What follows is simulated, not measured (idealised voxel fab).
You're looking at the process module voxel transistor to metal.
For reference, the cross-section in this document is cut, with width 215 nm and square cells of 5 nm.
We lay out every cross-section as a grid of square cells and spell it out in bands from the top down, where one band means one or more rows of cells.
A band entry consists of two parts. The first gives the height of the band's top and the height of its bottom, in nm. The rest lists the band's materials from left to right, each with its width in nm. A single material labelled with the word "everywhere" fills the band from edge to edge, and the word "empty" marks empty space.
Height datum 0, below which the as-received substrate wafer is one material. Lowest band open at the bottom, running downward: "from 0 down".
Per-row width for "30->40": begins at first number (top row of band), ends at second number (bottom row), increment between rows held constant.
The cross-section has no changed cell in any step marked "left unchanged".
In "Entrapped void list" the enclosed voids are listed, meaning empty spaces of 8 cells or larger without any opening to the top. The form is width x height at distance, distance from the left edge, units nm.
Whatever follows a step's settings on its line is a remark the simulator itself makes about that step.
overlay nm: mask offset rightward from planned place, masked step; negative means leftward offset.
# Here's what the planned process steps look like
1,op RECEIVE | material Si
2,op OXIDIZE | depth nm 5
3,op CONFORMAL_DEP | material SiN | thk nm 15
4,op MASKED_ETCH | tone cover | mask id ACTIVE | width nm 135 | etch materials SiN | depth nm 15 | overlay nm 0
5,op MASKED_ETCH | tone cover | mask id ACTIVE | width nm 135 | etch materials SiO2 | depth nm 5 | overlay nm 0
6,op MASKED_ETCH | tone cover | mask id ACTIVE | width nm 135 | etch materials Si | depth nm 35 | overlay nm 0
7,op OXIDIZE | depth nm 5
8,op FILL_DEP | material SiO2 | thk nm 5
9,op CMP | height nm 15
10,op SELECTIVE_ETCH | etch materials SiO2 | depth nm 10
11,op STRIP | etch materials SiN
12,op SELECTIVE_ETCH | etch materials SiO2 | depth nm 5
13,op OXIDIZE | depth nm 5
14,op DIRECTIONAL_DEP | material polySi | thk nm 25
15,op DIRECTIONAL_DEP | material SiCN | thk nm 10
16,op PATTERN | tone cover | mask id GATE | material resist | width nm 35 | thk nm 15 | overlay nm 0
17,op DIRECTIONAL_ETCH | etch materials SiCN | depth nm 20
18,op DIRECTIONAL_ETCH | etch materials polySi | depth nm 35
19,op STRIP | etch materials resist
20,op CONFORMAL_DEP | material SiO2 | thk nm 5
21,op DIRECTIONAL_ETCH | etch materials SiO2 | depth nm 5
22,op CONFORMAL_DEP | material SiN | thk nm 5
23,op DIRECTIONAL_ETCH | etch materials SiN | depth nm 5
24,op DIRECTIONAL_ETCH | etch materials SiO2 | depth nm 5
25,op DIRECTIONAL_ETCH | etch materials Si | depth nm 5
26,op EPI | material pSi | thk nm 5
27,op FILL_DEP | material SiO2 | thk nm 10
28,op CMP | height nm 20
29,op STRIP | etch materials polySi
30,op SELECTIVE_ETCH | etch materials SiO2 | depth nm 5
31,op CONFORMAL_DEP | material HfO2 | thk nm 5
32,op CONFORMAL_DEP | material TiN | thk nm 5
33,op FILL_DEP | material W | thk nm 5
34,op CMP | height nm 15
35,op DIRECTIONAL_DEP | material SiO2 | thk nm 15
36,op MASKED_ETCH | tone open | mask id CONTACT | width nm 20 | pitch nm 95 | etch materials SiO2 | depth nm 40 | overlay nm 0
37,op CONFORMAL_DEP | material TiN | thk nm 5
38,op FILL_DEP | material Ru | thk nm 10
39,op CMP | height nm 30
40,op DIRECTIONAL_DEP | material TiN | thk nm 5
41,op DIRECTIONAL_DEP | material W | thk nm 20
42,op PATTERN | tone cover | mask id METAL_1 | material resist | width nm 20 | pitch nm 95 | thk nm 15 | overlay nm 0
43,op DIRECTIONAL_ETCH | etch materials W | depth nm 20
44,op DIRECTIONAL_ETCH | etch materials TiN | depth nm 5
45,op STRIP | etch materials resist
46,op CONFORMAL_DEP | material SiCN | thk nm 5
47,op FILL_DEP | material lowk | thk nm 5
48,op CMP | height nm 55
49,op CONFORMAL_DEP | material SiCN | thk nm 5
50,op DIRECTIONAL_DEP | material lowk | thk nm 25
51,op PATTERN | tone open | mask id METAL_2_HOLES | material resist | width nm 15 | pitch nm 95 | thk nm 20 | overlay nm 0
52,op DIRECTIONAL_ETCH | etch materials lowk | depth nm 25
53,op STRIP | etch materials resist
54,op DIRECTIONAL_DEP | material aC | thk nm 10
55,op PATTERN | tone open | mask id METAL_2 | material resist | width nm 20 | pitch nm 95 | thk nm 25 | overlay nm 0
56,op DIRECTIONAL_ETCH | etch materials aC | depth nm 10
57,op STRIP | etch materials resist
58,op DIRECTIONAL_ETCH | etch materials lowk | depth nm 15
59,op DIRECTIONAL_ETCH | etch materials SiCN | depth nm 5
60,op STRIP | etch materials aC
61,op CONFORMAL_DEP | material TiN | thk nm 5
62,op FILL_DEP | material Ru | thk nm 5
63,op CMP | height nm 85
64,op CONFORMAL_DEP | material SiCN | thk nm 5
# Cross-section of the wafer as it came to us, i.e., already through step 1
from 0 down = Si everywhere
Entrapped void list: none
# End state of the module in cross-section, given the above starting point and plan and one mistake in execution
from 90 to 85 = SiCN everywhere
from 85 to 75 = lowk (50); TiN (5); Ru (10); TiN (5); lowk (75); TiN (5); Ru (10); TiN (5); lowk (50)
from 75 to 70 = lowk (50); TiN (5); Ru (5); TiN (10); lowk (75); TiN (5); Ru (5); TiN (10); lowk (50)
from 70 to 60 = lowk (50); TiN (5); Ru (5); TiN (5); lowk (80); TiN (5); Ru (5); TiN (5); lowk (55)
from 60 to 55 = SiCN (50); TiN (15); SiCN (80); TiN (15); SiCN (55)
from 55 to 35 = lowk (45); SiCN (5); W (20); SiCN (5); lowk (65); SiCN (5); W (20); SiCN (5); lowk (45)
from 35 to 30 = SiCN (50); TiN (20); SiCN (75); TiN (20); SiCN (50)
from 30 to 25 = Ru everywhere
from 25 to 20 = TiN (55); Ru (10); TiN (85); Ru (10); TiN (55)
from 20 to 5 = SiO2 (50); TiN (5); Ru (10); TiN (5); SiO2 (75); TiN (5); Ru (10); TiN (5); SiO2 (50)
from 5 to 0 = SiO2 (50); TiN (5); Ru (10); TiN (5); SiO2 (10); SiN (5); HfO2 (5); TiN (5); W (25); TiN (5); HfO2 (5); SiN (5); SiO2 (10); TiN (5); Ru (10); TiN (5); SiO2 (50)
from 0 to -5 = SiO2 (40); SiN (5); SiO2 (5); TiN (5); Ru (10); TiN (5); SiO2 (10); SiN (5); HfO2 (5); TiN (35); HfO2 (5); SiN (5); SiO2 (10); TiN (5); Ru (10); TiN (5); SiO2 (5); SiN (5); SiO2 (40)
from -5 to -10 = SiO2 (50); TiN (20); SiO2 (5); pSi (5); SiO2 (5); HfO2 (45); SiO2 (5); pSi (5); SiO2 (5); TiN (20); SiO2 (50)
from -10 to -15 = SiO2 (45); pSi (35); Si (55); pSi (35); SiO2 (45)
from -15 to -45 = SiO2 (45); Si (125); SiO2 (45)
from -45 down = Si everywhere
Entrapped void list: none
Want to know what went wrong? step 34 was processed under conditions differing from the plan, specifically as op CMP | height nm 5
